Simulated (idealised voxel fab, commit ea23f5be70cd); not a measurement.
voxel capacitor over wiring: a process module
Each square cell in cross-section cut measures 5 nm, and the section as a whole is 210 nm wide.
In this document a cross-section is written as a grid of square cells. It is given as a series of bands, listed from the top down, and a band is one or more rows of cells. Look at the band entry: it leads with the top's height and the bottom's height in nm. Then it lists the materials left to right, with a width in nm for each. The word "full width" on a single material says that material fills the band edge to edge. The word "air" is empty space. Height 0 is the level under which the wafer as received is all one material. The lowest band goes on downwards, as in "0 down". A width such as "30 to 40" changes by the same amount from each row of cells to the next, from the band's top row to its bottom row. "nothing altered" for a step: no cell of the cross-section changed in that step. Any empty space of 8 cells or more lacking an open way to the top shows up in "Trapped void list" as width x height at distance, distance from the left edge, in nm. Step line, after settings: the simulator's comment on this step. overlay nm: how far to the right of its planned place the mask lay on this masked step (negative: to the left). Note: before/after cross-section pairs follow, one process step per pair, after-side truncated at the lowest changed band, step and settings given beneath. Different runs of this module on the same starting wafer may supply the pairs; a pair continues the one above only where the "Pre-step snapshot" entry says so.

[Pre-step snapshot]
75 to 70: 65 of SiO2; 5 of TiN; 5 of W; 5 of TiN; 130 of SiO2
70 to 60: 65 to 55 of SiO2; 15 to 70 of TiN; 130 to 85 of SiO2
60 to 55: 55 of SiO2; 70 of Al2O3; 85 of SiO2
55 to 50: 50 of SiO2; 80 of TiN; 80 of SiO2
50 to 45: 60 of TiN; 5 of Ru; 145 of TiN
45 to 35: 55 of lowk; 5 of TiN; 5 of Ru; 5 of TiN; 140 of lowk
35 to 30: 55 of SiCN; 15 of TiN; 140 of SiCN
30 to 15: 40 of lowk; 5 of TiN; 20 of Ru; 5 of TiN; 65 of lowk; 5 of TiN; 20 of Ru; 5 of TiN; 45 of lowk
15 to 10: 40 of SiCN; 30 of TiN; 65 of SiCN; 30 of TiN; 45 of SiCN
10 to 0: SiO2 full width
0 down: Si full width
Trapped void list: none

[Structure After Step]
80 to 75: SiCN full width
Lower than 75, everything is as it was.
Trapped void list: none
the step between: CONFORMAL_DEP [material SiCN] [thk nm 5]

[Pre-step snapshot]
50 to 35: lowk full width
35 to 30: SiCN full width
30 to 15: 40 of lowk; 5 of TiN; 20 of Ru; 5 of TiN; 65 of lowk; 5 of TiN; 20 of Ru; 5 of TiN; 45 of lowk
15 to 10: 40 of SiCN; 30 of TiN; 65 of SiCN; 30 of TiN; 45 of SiCN
10 to 0: SiO2 full width
0 down: Si full width
Trapped void list: none

[Structure After Step]
65 to 50: 50 of resist; 25 of air; 135 of resist
Lower than 50, everything is as it was.
Trapped void list: none
the step between: PATTERN [tone open] [mask id PLUG_1] [material resist] [width nm 25] [thk nm 15] [overlay nm 0]

Pre-step snapshot: as in the pair right above, post-step view.

[Structure After Step]
65 to 50: 50 of resist; 25 of air; 135 of resist
50 to 35: 50 of lowk; 25 of air; 135 of lowk
Lower than 35, everything is as it was.
Trapped void list: none
the step between: DIRECTIONAL_ETCH [etch materials lowk] [depth nm 15]

Pre-step snapshot: as in the pair right above, post-step view.

[Structure After Step]
65 to 50: 50 of resist; 25 of air; 135 of resist
50 to 35: 50 of lowk; 25 of air; 135 of lowk
35 to 30: 50 of SiCN; 25 of air; 135 of SiCN
Lower than 30, everything is as it was.
Trapped void list: none
the step between: DIRECTIONAL_ETCH [etch materials SiCN] [depth nm 5]

Pre-step snapshot: as in the pair right above, post-step view.

[Structure After Step]
50 to 35: 50 of lowk; 25 of air; 135 of lowk
Lower than 35, everything is as it was.
Trapped void list: none
the step between: STRIP [etch materials resist]

Pre-step snapshot: as in the pair right above, post-step view.

[Structure After Step]
55 to 50: 55 of TiN; 15 of air; 140 of TiN
50 to 35: 50 of lowk; 5 of TiN; 15 of air; 5 of TiN; 135 of lowk
35 to 30: 50 of SiCN; 25 of TiN; 135 of SiCN
Lower than 30, everything is as it was.
Trapped void list: none
the step between: CONFORMAL_DEP [material TiN] [thk nm 5]

Pre-step snapshot: as in the pair right above, post-step view.

[Structure After Step]
65 to 55: Ru full width
55 to 50: 55 of TiN; 15 of Ru; 140 of TiN
50 to 35: 50 of lowk; 5 of TiN; 15 of Ru; 5 of TiN; 135 of lowk
Lower than 35, everything is as it was.
Trapped void list: none
the step between: FILL_DEP [material Ru] [thk nm 10]

Pre-step snapshot: as in the pair right above, post-step view.

[Structure After Step]
50 to 35: 50 of lowk; 5 of TiN; 15 of Ru; 5 of TiN; 135 of lowk
Lower than 35, everything is as it was.
Trapped void list: none
the step between: CMP [height nm 50]

Pre-step snapshot: as in the pair right above, post-step view.

[Structure After Step]
55 to 50: TiN full width
Lower than 50, everything is as it was.
Trapped void list: none
the step between: DIRECTIONAL_DEP [material TiN] [thk nm 5]

Pre-step snapshot: as in the pair right above, post-step view.

[Structure After Step]
60 to 55: Al2O3 full width
Lower than 55, everything is as it was.
Trapped void list: none
the step between: DIRECTIONAL_DEP [material Al2O3] [thk nm 5]

Pre-step snapshot: as in the pair right above, post-step view.

[Structure After Step]
65 to 60: TiN full width
Lower than 60, everything is as it was.
Trapped void list: none
the step between: DIRECTIONAL_DEP [material TiN] [thk nm 5]

Pre-step snapshot: as in the pair right above, post-step view.

[Structure After Step]
85 to 65: 55 of air; 70 of resist; 85 of air
Lower than 65, everything is as it was.
Trapped void list: none
the step between: PATTERN [tone cover] [mask id UPPER_PLATE] [material resist] [width nm 70] [thk nm 20] [overlay nm 0]

Pre-step snapshot: as in the pair right above, post-step view.

[Structure After Step]
85 to 65: 55 of air; 70 of resist; 85 of air
65 to 60: 55 of air; 70 of TiN; 85 of air
Lower than 60, everything is as it was.
Trapped void list: none
the step between: DIRECTIONAL_ETCH [etch materials TiN] [depth nm 5]

Pre-step snapshot: as in the pair right above, post-step view.

[Structure After Step]
85 to 65: 55 of air; 70 of resist; 85 of air
65 to 60: 55 of air; 70 of TiN; 85 of air
60 to 55: 55 of air; 70 of Al2O3; 85 of air
Lower than 55, everything is as it was.
Trapped void list: none
the step between: DIRECTIONAL_ETCH [etch materials Al2O3] [depth nm 5]

Pre-step snapshot: as in the pair right above, post-step view.

[Structure After Step]
65 to 60: 55 of air; 70 of TiN; 85 of air
Lower than 60, everything is as it was.
Trapped void list: none
the step between: STRIP [etch materials resist]

Pre-step snapshot: as in the pair right above, post-step view.

[Structure After Step]
65 to 60: 55 of air; 70 of TiN; 85 of air
60 to 55: 55 of air; 70 of Al2O3; 85 of air
55 to 50: 50 of air; 80 of TiN; 80 of air
Lower than 50, everything is as it was.
Trapped void list: none
the step between: MASKED_ETCH [tone cover] [mask id LOWER_PLATE] [width nm 80] [etch materials TiN] [depth nm 5] [overlay nm 0]

Pre-step snapshot: as in the pair right above, post-step view.

[Structure After Step]
80 to 65: SiO2 full width
65 to 60: 55 of SiO2; 70 of TiN; 85 of SiO2
60 to 55: 55 of SiO2; 70 of Al2O3; 85 of SiO2
55 to 50: 50 of SiO2; 80 of TiN; 80 of SiO2
Lower than 50, everything is as it was.
Trapped void list: none
the step between: FILL_DEP [material SiO2] [thk nm 15]

Pre-step snapshot: as in the pair right above, post-step view.

[Structure After Step]
75 to 65: SiO2 full width
Lower than 65, everything is as it was.
Trapped void list: none
the step between: CMP [height nm 75]

Pre-step snapshot: as in the pair right above, post-step view.

[Structure After Step]
75 to 65: 65 of SiO2; 15 of air; 130 of SiO2
Lower than 65, everything is as it was.
Trapped void list: none
the step between: MASKED_ETCH [tone open] [mask id PLUG_2] [width nm 15] [etch materials SiO2] [depth nm 10] [overlay nm 0]

Pre-step snapshot: as in the pair right above, post-step view.

[Structure After Step]
80 to 75: 70 of TiN; 5 of air; 135 of TiN
75 to 70: 65 of SiO2; 5 of TiN; 5 of air; 5 of TiN; 130 of SiO2
70 to 60: 65 to 55 of SiO2; 15 to 70 of TiN; 130 to 85 of SiO2
Lower than 60, everything is as it was.
Trapped void list: none
the step between: CONFORMAL_DEP [material TiN] [thk nm 5]

Pre-step snapshot: as in the pair right above, post-step view.

[Structure After Step]
90 to 80: W full width
80 to 75: 70 of TiN; 5 of W; 135 of TiN
75 to 70: 65 of SiO2; 5 of TiN; 5 of W; 5 of TiN; 130 of SiO2
Lower than 70, everything is as it was.
Trapped void list: none
the step between: FILL_DEP [material W] [thk nm 10]

Pre-step snapshot: as in the pair right above, post-step view.

[Structure After Step]
75 to 70: 65 of SiO2; 5 of TiN; 5 of W; 5 of TiN; 130 of SiO2
Lower than 70, everything is as it was.
Trapped void list: none
the step between: CMP [height nm 75]

Pre-step snapshot: as in the pair right above, post-step view.

[Structure After Step]
80 to 75: SiCN full width
Lower than 75, everything is as it was.
Trapped void list: none
the step between: CONFORMAL_DEP [material SiCN] [thk nm 5]

[Pre-step snapshot]
50 to 35: lowk full width
35 to 30: SiCN full width
30 to 15: 40 of lowk; 5 of TiN; 20 of Ru; 5 of TiN; 65 of lowk; 5 of TiN; 20 of Ru; 5 of TiN; 45 of lowk
15 to 10: 40 of SiCN; 30 of TiN; 65 of SiCN; 30 of TiN; 45 of SiCN
10 to 0: SiO2 full width
0 down: Si full width
Trapped void list: none

[Structure After Step]
65 to 50: 50 of resist; 15 of air; 145 of resist
Lower than 50, everything is as it was.
Trapped void list: none
the step between: PATTERN [tone open] [mask id PLUG_1] [material resist] [width nm 15] [thk nm 15] [overlay nm -5]

Pre-step snapshot: as in the pair right above, post-step view.

[Structure After Step]
65 to 50: 50 of resist; 15 of air; 145 of resist
50 to 35: 50 of lowk; 15 of air; 145 of lowk
Lower than 35, everything is as it was.
Trapped void list: none
the step between: DIRECTIONAL_ETCH [etch materials lowk] [depth nm 15]

Pre-step snapshot: as in the pair right above, post-step view.

[Structure After Step]
65 to 50: 50 of resist; 15 of air; 145 of resist
50 to 35: 50 of lowk; 15 of air; 145 of lowk
35 to 30: 50 of SiCN; 15 of air; 145 of SiCN
Lower than 30, everything is as it was.
Trapped void list: none
the step between: DIRECTIONAL_ETCH [etch materials SiCN] [depth nm 5]

Pre-step snapshot: as in the pair right above, post-step view.

[Structure After Step]
50 to 35: 50 of lowk; 15 of air; 145 of lowk
Lower than 35, everything is as it was.
Trapped void list: none
the step between: STRIP [etch materials resist]

Pre-step snapshot: as in the pair right above, post-step view.

[Structure After Step]
55 to 50: 55 of TiN; 5 of air; 150 of TiN
50 to 35: 50 of lowk; 5 of TiN; 5 of air; 5 of TiN; 145 of lowk
35 to 30: 50 of SiCN; 15 of TiN; 145 of SiCN
Lower than 30, everything is as it was.
Trapped void list: none
the step between: CONFORMAL_DEP [material TiN] [thk nm 5]

Pre-step snapshot: as in the pair right above, post-step view.

[Structure After Step]
65 to 55: Ru full width
55 to 50: 55 of TiN; 5 of Ru; 150 of TiN
50 to 35: 50 of lowk; 5 of TiN; 5 of Ru; 5 of TiN; 145 of lowk
Lower than 35, everything is as it was.
Trapped void list: none
the step between: FILL_DEP [material Ru] [thk nm 10]

Pre-step snapshot: as in the pair right above, post-step view.

[Structure After Step]
50 to 35: 50 of lowk; 5 of TiN; 5 of Ru; 5 of TiN; 145 of lowk
Lower than 35, everything is as it was.
Trapped void list: none
the step between: CMP [height nm 50]

Pre-step snapshot: as in the pair right above, post-step view.

[Structure After Step]
55 to 50: TiN full width
Lower than 50, everything is as it was.
Trapped void list: none
the step between: DIRECTIONAL_DEP [material TiN] [thk nm 5]

Pre-step snapshot: as in the pair right above, post-step view.

[Structure After Step]
60 to 55: Al2O3 full width
Lower than 55, everything is as it was.
Trapped void list: none
the step between: DIRECTIONAL_DEP [material Al2O3] [thk nm 5]

Pre-step snapshot: as in the pair right above, post-step view.

[Structure After Step]
65 to 60: TiN full width
Lower than 60, everything is as it was.
Trapped void list: none
the step between: DIRECTIONAL_DEP [material TiN] [thk nm 5]

Pre-step snapshot: as in the pair right above, post-step view.

[Structure After Step]
85 to 65: 55 of air; 70 of resist; 85 of air
Lower than 65, everything is as it was.
Trapped void list: none
the step between: PATTERN [tone cover] [mask id UPPER_PLATE] [material resist] [width nm 70] [thk nm 20] [overlay nm 0]

Pre-step snapshot: as in the pair right above, post-step view.

[Structure After Step]
85 to 65: 55 of air; 70 of resist; 85 of air
65 to 60: 55 of air; 70 of TiN; 85 of air
Lower than 60, everything is as it was.
Trapped void list: none
the step between: DIRECTIONAL_ETCH [etch materials TiN] [depth nm 5]

Pre-step snapshot: as in the pair right above, post-step view.

[Structure After Step]
85 to 65: 55 of air; 70 of resist; 85 of air
65 to 60: 55 of air; 70 of TiN; 85 of air
60 to 55: 55 of air; 70 of Al2O3; 85 of air
Lower than 55, everything is as it was.
Trapped void list: none
the step between: DIRECTIONAL_ETCH [etch materials Al2O3] [depth nm 5]

Pre-step snapshot: as in the pair right above, post-step view.

[Structure After Step]
65 to 60: 55 of air; 70 of TiN; 85 of air
Lower than 60, everything is as it was.
Trapped void list: none
the step between: STRIP [etch materials resist]

Pre-step snapshot: as in the pair right above, post-step view.

[Structure After Step]
65 to 60: 55 of air; 70 of TiN; 85 of air
60 to 55: 55 of air; 70 of Al2O3; 85 of air
55 to 50: 50 of air; 80 of TiN; 80 of air
Lower than 50, everything is as it was.
Trapped void list: none
the step between: MASKED_ETCH [tone cover] [mask id LOWER_PLATE] [width nm 80] [etch materials TiN] [depth nm 5] [overlay nm 0]

Pre-step snapshot: as in the pair right above, post-step view.

[Structure After Step]
80 to 65: SiO2 full width
65 to 60: 55 of SiO2; 70 of TiN; 85 of SiO2
60 to 55: 55 of SiO2; 70 of Al2O3; 85 of SiO2
55 to 50: 50 of SiO2; 80 of TiN; 80 of SiO2
Lower than 50, everything is as it was.
Trapped void list: none
the step between: FILL_DEP [material SiO2] [thk nm 15]

Pre-step snapshot: as in the pair right above, post-step view.

[Structure After Step]
75 to 65: SiO2 full width
Lower than 65, everything is as it was.
Trapped void list: none
the step between: CMP [height nm 75]

Pre-step snapshot: as in the pair right above, post-step view.

[Structure After Step]
75 to 65: 65 of SiO2; 15 of air; 130 of SiO2
Lower than 65, everything is as it was.
Trapped void list: none
the step between: MASKED_ETCH [tone open] [mask id PLUG_2] [width nm 15] [etch materials SiO2] [depth nm 10] [overlay nm 0]

Pre-step snapshot: as in the pair right above, post-step view.

[Structure After Step]
80 to 75: 70 of TiN; 5 of air; 135 of TiN
75 to 70: 65 of SiO2; 5 of TiN; 5 of air; 5 of TiN; 130 of SiO2
70 to 60: 65 to 55 of SiO2; 15 to 70 of TiN; 130 to 85 of SiO2
Lower than 60, everything is as it was.
Trapped void list: none
the step between: CONFORMAL_DEP [material TiN] [thk nm 5]

Pre-step snapshot: as in the pair right above, post-step view.

[Structure After Step]
90 to 80: W full width
80 to 75: 70 of TiN; 5 of W; 135 of TiN
75 to 70: 65 of SiO2; 5 of TiN; 5 of W; 5 of TiN; 130 of SiO2
Lower than 70, everything is as it was.
Trapped void list: none
the step between: FILL_DEP [material W] [thk nm 10]

Pre-step snapshot: as in the pair right above, post-step view.

[Structure After Step]
75 to 70: 65 of SiO2; 5 of TiN; 5 of W; 5 of TiN; 130 of SiO2
Lower than 70, everything is as it was.
Trapped void list: none
the step between: CMP [height nm 75]

Pre-step snapshot: as in the pair right above, post-step view.

[Structure After Step]
80 to 75: SiCN full width
Lower than 75, everything is as it was.
Trapped void list: none
the step between: CONFORMAL_DEP [material SiCN] [thk nm 5]

[Pre-step snapshot]
0 down: Si full width
Trapped void list: none

[Structure After Step]
10 to 0: Al2O3 full width
Lower than 0, everything is as it was.
Trapped void list: none
the step between: CONFORMAL_DEP [material Al2O3] [thk nm 10]

Pre-step snapshot: as in the pair right above, post-step view.

[Structure After Step]
15 to 10: SiCN full width
Lower than 10, everything is as it was.
Trapped void list: none
the step between: CONFORMAL_DEP [material SiCN] [thk nm 5]

Pre-step snapshot: as in the pair right above, post-step view.

[Structure After Step]
30 to 15: lowk full width
Lower than 15, everything is as it was.
Trapped void list: none
the step between: DIRECTIONAL_DEP [material lowk] [thk nm 15]

Pre-step snapshot: as in the pair right above, post-step view.

[Structure After Step]
30 to 15: 40 of lowk; 30 of air; 65 of lowk; 30 of air; 45 of lowk
Lower than 15, everything is as it was.
Trapped void list: none
the step between: MASKED_ETCH [tone open] [mask id METAL_1] [width nm 30] [pitch nm 95] [etch materials lowk] [depth nm 15] [overlay nm 0]

Pre-step snapshot: as in the pair right above, post-step view.

[Structure After Step]
30 to 15: 40 of lowk; 30 of air; 65 of lowk; 30 of air; 45 of lowk
15 to 10: 40 of SiCN; 30 of air; 65 of SiCN; 30 of air; 45 of SiCN
Lower than 10, everything is as it was.
Trapped void list: none
the step between: MASKED_ETCH [tone open] [mask id METAL_1] [width nm 30] [pitch nm 95] [etch materials SiCN] [depth nm 5] [overlay nm 0]

Pre-step snapshot: as in the pair right above, post-step view.

[Structure After Step]
35 to 30: 45 of TiN; 20 of air; 75 of TiN; 20 of air; 50 of TiN
30 to 15: 40 of lowk; 5 of TiN; 20 of air; 5 of TiN; 65 of lowk; 5 of TiN; 20 of air; 5 of TiN; 45 of lowk
15 to 10: 40 of SiCN; 30 of TiN; 65 of SiCN; 30 of TiN; 45 of SiCN
Lower than 10, everything is as it was.
Trapped void list: none
the step between: CONFORMAL_DEP [material TiN] [thk nm 5]

Pre-step snapshot: as in the pair right above, post-step view.

[Structure After Step]
40 to 35: Ru full width
35 to 30: 45 of TiN; 20 of Ru; 75 of TiN; 20 of Ru; 50 of TiN
30 to 15: 40 of lowk; 5 of TiN; 20 of Ru; 5 of TiN; 65 of lowk; 5 of TiN; 20 of Ru; 5 of TiN; 45 of lowk
Lower than 15, everything is as it was.
Trapped void list: none
the step between: FILL_DEP [material Ru] [thk nm 5]

Pre-step snapshot: as in the pair right above, post-step view.

[Structure After Step]
30 to 15: 40 of lowk; 5 of TiN; 20 of Ru; 5 of TiN; 65 of lowk; 5 of TiN; 20 of Ru; 5 of TiN; 45 of lowk
Lower than 15, everything is as it was.
Trapped void list: none
the step between: CMP [height nm 30]

Pre-step snapshot: as in the pair right above, post-step view.

[Structure After Step]
35 to 30: SiCN full width
Lower than 30, everything is as it was.
Trapped void list: none
the step between: CONFORMAL_DEP [material SiCN] [thk nm 5]

Pre-step snapshot: as in the pair right above, post-step view.

[Structure After Step]
50 to 35: lowk full width
Lower than 35, everything is as it was.
Trapped void list: none
the step between: DIRECTIONAL_DEP [material lowk] [thk nm 15]

Pre-step snapshot: as in the pair right above, post-step view.

[Structure After Step]
65 to 50: 55 of resist; 15 of air; 140 of resist
Lower than 50, everything is as it was.
Trapped void list: none
the step between: PATTERN [tone open] [mask id PLUG_1] [material resist] [width nm 15] [thk nm 15] [overlay nm 0]

Pre-step snapshot: as in the pair right above, post-step view.

[Structure After Step]
65 to 50: 55 of resist; 15 of air; 140 of resist
50 to 35: 55 of lowk; 15 of air; 140 of lowk
Lower than 35, everything is as it was.
Trapped void list: none
the step between: DIRECTIONAL_ETCH [etch materials lowk] [depth nm 15]

Pre-step snapshot: as in the pair right above, post-step view.

[Structure After Step]
65 to 50: 55 of resist; 15 of air; 140 of resist
50 to 35: 55 of lowk; 15 of air; 140 of lowk
35 to 30: 55 of SiCN; 15 of air; 140 of SiCN
Lower than 30, everything is as it was.
Trapped void list: none
the step between: DIRECTIONAL_ETCH [etch materials SiCN] [depth nm 5]

Pre-step snapshot: as in the pair right above, post-step view.

[Structure After Step]
50 to 35: 55 of lowk; 15 of air; 140 of lowk
Lower than 35, everything is as it was.
Trapped void list: none
the step between: STRIP [etch materials resist]

Pre-step snapshot: as in the pair right above, post-step view.

[Structure After Step]
55 to 50: 60 of TiN; 5 of air; 145 of TiN
50 to 35: 55 of lowk; 5 of TiN; 5 of air; 5 of TiN; 140 of lowk
35 to 30: 55 of SiCN; 15 of TiN; 140 of SiCN
Lower than 30, everything is as it was.
Trapped void list: none
the step between: CONFORMAL_DEP [material TiN] [thk nm 5]

Pre-step snapshot: as in the pair right above, post-step view.

[Structure After Step]
65 to 55: Ru full width
55 to 50: 60 of TiN; 5 of Ru; 145 of TiN
50 to 35: 55 of lowk; 5 of TiN; 5 of Ru; 5 of TiN; 140 of lowk
Lower than 35, everything is as it was.
Trapped void list: none
the step between: FILL_DEP [material Ru] [thk nm 10]

Pre-step snapshot: as in the pair right above, post-step view.

[Structure After Step]
50 to 35: 55 of lowk; 5 of TiN; 5 of Ru; 5 of TiN; 140 of lowk
Lower than 35, everything is as it was.
Trapped void list: none
the step between: CMP [height nm 50]

Pre-step snapshot: as in the pair right above, post-step view.

[Structure After Step]
55 to 50: TiN full width
Lower than 50, everything is as it was.
Trapped void list: none
the step between: DIRECTIONAL_DEP [material TiN] [thk nm 5]

Pre-step snapshot: as in the pair right above, post-step view.

[Structure After Step]
60 to 55: Al2O3 full width
Lower than 55, everything is as it was.
Trapped void list: none
the step between: DIRECTIONAL_DEP [material Al2O3] [thk nm 5]

Pre-step snapshot: as in the pair right above, post-step view.

[Structure After Step]
65 to 60: TiN full width
Lower than 60, everything is as it was.
Trapped void list: none
the step between: DIRECTIONAL_DEP [material TiN] [thk nm 5]

Pre-step snapshot: as in the pair right above, post-step view.

[Structure After Step]
85 to 65: 55 of air; 70 of resist; 85 of air
Lower than 65, everything is as it was.
Trapped void list: none
the step between: PATTERN [tone cover] [mask id UPPER_PLATE] [material resist] [width nm 70] [thk nm 20] [overlay nm 0]

Pre-step snapshot: as in the pair right above, post-step view.

[Structure After Step]
85 to 65: 55 of air; 70 of resist; 85 of air
65 to 60: 55 of air; 70 of TiN; 85 of air
Lower than 60, everything is as it was.
Trapped void list: none
the step between: DIRECTIONAL_ETCH [etch materials TiN] [depth nm 5]

Pre-step snapshot: as in the pair right above, post-step view.

[Structure After Step]
85 to 65: 55 of air; 70 of resist; 85 of air
65 to 60: 55 of air; 70 of TiN; 85 of air
60 to 55: 55 of air; 70 of Al2O3; 85 of air
Lower than 55, everything is as it was.
Trapped void list: none
the step between: DIRECTIONAL_ETCH [etch materials Al2O3] [depth nm 5]

Pre-step snapshot: as in the pair right above, post-step view.

[Structure After Step]
65 to 60: 55 of air; 70 of TiN; 85 of air
Lower than 60, everything is as it was.
Trapped void list: none
the step between: STRIP [etch materials resist]

Pre-step snapshot: as in the pair right above, post-step view.

[Structure After Step]
65 to 60: 55 of air; 70 of TiN; 85 of air
60 to 55: 55 of air; 70 of Al2O3; 85 of air
55 to 50: 50 of air; 80 of TiN; 80 of air
Lower than 50, everything is as it was.
Trapped void list: none
the step between: MASKED_ETCH [tone cover] [mask id LOWER_PLATE] [width nm 80] [etch materials TiN] [depth nm 5] [overlay nm 0]

Pre-step snapshot: as in the pair right above, post-step view.

[Structure After Step]
80 to 65: SiO2 full width
65 to 60: 55 of SiO2; 70 of TiN; 85 of SiO2
60 to 55: 55 of SiO2; 70 of Al2O3; 85 of SiO2
55 to 50: 50 of SiO2; 80 of TiN; 80 of SiO2
Lower than 50, everything is as it was.
Trapped void list: none
the step between: FILL_DEP [material SiO2] [thk nm 15]

Pre-step snapshot: as in the pair right above, post-step view.

[Structure After Step]
75 to 65: SiO2 full width
Lower than 65, everything is as it was.
Trapped void list: none
the step between: CMP [height nm 75]

Pre-step snapshot: as in the pair right above, post-step view.

[Structure After Step]
75 to 65: 65 of SiO2; 15 of air; 130 of SiO2
Lower than 65, everything is as it was.
Trapped void list: none
the step between: MASKED_ETCH [tone open] [mask id PLUG_2] [width nm 15] [etch materials SiO2] [depth nm 10] [overlay nm 0]

Pre-step snapshot: as in the pair right above, post-step view.

[Structure After Step]
80 to 75: 70 of TiN; 5 of air; 135 of TiN
75 to 70: 65 of SiO2; 5 of TiN; 5 of air; 5 of TiN; 130 of SiO2
70 to 60: 65 to 55 of SiO2; 15 to 70 of TiN; 130 to 85 of SiO2
Lower than 60, everything is as it was.
Trapped void list: none
the step between: CONFORMAL_DEP [material TiN] [thk nm 5]

Pre-step snapshot: as in the pair right above, post-step view.

[Structure After Step]
90 to 80: W full width
80 to 75: 70 of TiN; 5 of W; 135 of TiN
75 to 70: 65 of SiO2; 5 of TiN; 5 of W; 5 of TiN; 130 of SiO2
Lower than 70, everything is as it was.
Trapped void list: none
the step between: FILL_DEP [material W] [thk nm 10]

Pre-step snapshot: as in the pair right above, post-step view.

[Structure After Step]
75 to 70: 65 of SiO2; 5 of TiN; 5 of W; 5 of TiN; 130 of SiO2
Lower than 70, everything is as it was.
Trapped void list: none
the step between: CMP [height nm 75]

Pre-step snapshot: as in the pair right above, post-step view.

[Structure After Step]
80 to 75: SiCN full width
Lower than 75, everything is as it was.
Trapped void list: none
the step between: CONFORMAL_DEP [material SiCN] [thk nm 5]

[Pre-step snapshot]
65 to 60: TiN full width
60 to 55: Al2O3 full width
55 to 50: TiN full width
50 to 35: 55 of lowk; 5 of TiN; 5 of Ru; 5 of TiN; 140 of lowk
35 to 30: 55 of SiCN; 15 of TiN; 140 of SiCN
30 to 15: 40 of lowk; 5 of TiN; 20 of Ru; 5 of TiN; 65 of lowk; 5 of TiN; 20 of Ru; 5 of TiN; 45 of lowk
15 to 10: 40 of SiCN; 30 of TiN; 65 of SiCN; 30 of TiN; 45 of SiCN
10 to 0: SiO2 full width
0 down: Si full width
Trapped void list: none

[Structure After Step]
85 to 65: 55 of resist; 70 of air; 85 of resist
Lower than 65, everything is as it was.
Trapped void list: none
the step between: PATTERN [tone open] [mask id UPPER_PLATE] [material resist] [width nm 70] [thk nm 20] [overlay nm 0]

Pre-step snapshot: as in the pair right above, post-step view.

[Structure After Step]
85 to 65: 55 of resist; 70 of air; 85 of resist
65 to 60: 55 of TiN; 70 of air; 85 of TiN
Lower than 60, everything is as it was.
Trapped void list: none
the step between: DIRECTIONAL_ETCH [etch materials TiN] [depth nm 5]

Pre-step snapshot: as in the pair right above, post-step view.

[Structure After Step]
85 to 65: 55 of resist; 70 of air; 85 of resist
65 to 60: 55 of TiN; 70 of air; 85 of TiN
60 to 55: 55 of Al2O3; 70 of air; 85 of Al2O3
Lower than 55, everything is as it was.
Trapped void list: none
the step between: DIRECTIONAL_ETCH [etch materials Al2O3] [depth nm 5]

Pre-step snapshot: as in the pair right above, post-step view.

[Structure After Step]
65 to 60: 55 of TiN; 70 of air; 85 of TiN
Lower than 60, everything is as it was.
Trapped void list: none
the step between: STRIP [etch materials resist]

Pre-step snapshot: as in the pair right above, post-step view.

[Structure After Step]
65 to 60: 50 of air; 5 of TiN; 70 of air; 5 of TiN; 80 of air
Lower than 60, everything is as it was.
Trapped void list: none
the step between: MASKED_ETCH [tone cover] [mask id LOWER_PLATE] [width nm 80] [etch materials TiN] [depth nm 5] [overlay nm 0]

Pre-step snapshot: as in the pair right above, post-step view.

[Structure After Step]
80 to 65: SiO2 full width
65 to 60: 50 of SiO2; 5 of TiN; 70 of SiO2; 5 of TiN; 80 of SiO2
60 to 55: 55 of Al2O3; 70 of SiO2; 85 of Al2O3
Lower than 55, everything is as it was.
Trapped void list: none
the step between: FILL_DEP [material SiO2] [thk nm 15]

Pre-step snapshot: as in the pair right above, post-step view.

[Structure After Step]
75 to 65: SiO2 full width
Lower than 65, everything is as it was.
Trapped void list: none
the step between: CMP [height nm 75]

Pre-step snapshot: as in the pair right above, post-step view.

[Structure After Step]
75 to 65: 65 of SiO2; 15 of air; 130 of SiO2
Lower than 65, everything is as it was.
Trapped void list: none
the step between: MASKED_ETCH [tone open] [mask id PLUG_2] [width nm 15] [etch materials SiO2] [depth nm 10] [overlay nm 0]

Pre-step snapshot: as in the pair right above, post-step view.

[Structure After Step]
80 to 75: 70 of TiN; 5 of air; 135 of TiN
75 to 70: 65 of SiO2; 5 of TiN; 5 of air; 5 of TiN; 130 of SiO2
70 to 65: 65 of SiO2; 15 of TiN; 130 of SiO2
Lower than 65, everything is as it was.
Trapped void list: none
the step between: CONFORMAL_DEP [material TiN] [thk nm 5]

Pre-step snapshot: as in the pair right above, post-step view.

[Structure After Step]
90 to 80: W full width
80 to 75: 70 of TiN; 5 of W; 135 of TiN
75 to 70: 65 of SiO2; 5 of TiN; 5 of W; 5 of TiN; 130 of SiO2
Lower than 70, everything is as it was.
Trapped void list: none
the step between: FILL_DEP [material W] [thk nm 10]

Pre-step snapshot: as in the pair right above, post-step view.

[Structure After Step]
75 to 70: 65 of SiO2; 5 of TiN; 5 of W; 5 of TiN; 130 of SiO2
Lower than 70, everything is as it was.
Trapped void list: none
the step between: CMP [height nm 75]

Pre-step snapshot: as in the pair right above, post-step view.

[Structure After Step]
80 to 75: SiCN full width
Lower than 75, everything is as it was.
Trapped void list: none
the step between: CONFORMAL_DEP [material SiCN] [thk nm 5]
